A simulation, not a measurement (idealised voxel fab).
Title: Process Module voxel plated lines
In the cross-section labelled cut, the width is 265 nm and each square cell is 5 nm.
When this document writes out a cross-section, it uses a grid of square cells and lists it as bands, beginning at the top and moving down, with a band standing for one or more rows of cells.
Top height, bottom height, nm. Materials left to right, width each, nm. Single material + "everywhere" = fills band edge to edge. "empty" = empty.
Basically, 0 is our baseline, since under it the wafer straight out of the box is all one material. The bottom band has no lower end and keeps on going down, so it looks like "0..down".
Width "30 to 40": first value at the band's top row of cells, second value at its bottom row, equal change from row to row.
Key: "nothing was modified" - step with no changed cell in the cross-section.
Entry "Enclosed cavities". Content: empty spaces with no open connection to the top, size 8 cells or greater. Each: width x height at distance. Distance: from left edge. Unit: nm.
What comes after the settings on a step's line is commentary from the simulator itself on that step.
The setting "overlay nm" may be written on the line of a step. When the step uses a mask, the value reports how far to the right of the planned place the mask lay, and a negative value reports that it lay to the left.

# The process steps that were planned are listed below
1 RECEIVE, material Si
2 CONFORMAL_DEP, material SiO2, thk nm 15
3 DIRECTIONAL_DEP, material TiN, thk nm 5
4 PATTERN, tone open, mask id LINES, material resist, width nm 15, pitch nm 50, thk nm 20, overlay nm 0
5 EPI, material Ru, thk nm 5
6 STRIP, etch materials resist
7 DIRECTIONAL_ETCH, etch materials TiN, depth nm 5
8 CONFORMAL_DEP, material SiN, thk nm 10
The plan's step 4 width nm is the first wafer's value; the wafers differ in this setting and start identical.

# The as-received cross-section of the first of several wafers corresponds to the state after step 1
	0..down  Si everywhere
	Enclosed cavities: none

# Module end state after final step 8: cross-section of the first of several wafers
	35..25  empty: 40  SiN: 35  empty: 15  SiN: 35  empty: 15  SiN: 35  empty: 15  SiN: 35  empty: 40
	25..20  SiN: 50  Ru: 15  SiN: 35  Ru: 15  SiN: 35  Ru: 15  SiN: 35  Ru: 15  SiN: 50
	20..15  SiN: 50  TiN: 15  SiN: 35  TiN: 15  SiN: 35  TiN: 15  SiN: 35  TiN: 15  SiN: 50
	15..0  SiO2 everywhere
	0..down  Si everywhere
	Enclosed cavities: none

# The module's end: a cross-section of the last wafer
	35..25  empty: 30  SiN: 205  empty: 30
	25..20  SiN: 40  Ru: 35  SiN: 15  Ru: 35  SiN: 15  Ru: 35  SiN: 15  Ru: 35  SiN: 40
	20..15  SiN: 40  TiN: 35  SiN: 15  TiN: 35  SiN: 15  TiN: 35  SiN: 15  TiN: 35  SiN: 40
	15..0  SiO2 everywhere
	0..down  Si everywhere
	Enclosed cavities: none

# wafer rows; end of module; cells per material since receipt: (+) gained, (-) lost; then closed voids
width nm 15; +12 Ru; +138 SiN; +159 SiO2; +12 TiN; Enclosed cavities: none
width nm 20; +16 Ru; +138 SiN; +159 SiO2; +16 TiN; Enclosed cavities: none
width nm 25; +20 Ru; +138 SiN; +159 SiO2; +20 TiN; Enclosed cavities: none
width nm 30; +24 Ru; +138 SiN; +159 SiO2; +24 TiN; Enclosed cavities: none
width nm 35; +28 Ru; +132 SiN; +159 SiO2; +28 TiN; Enclosed cavities: none
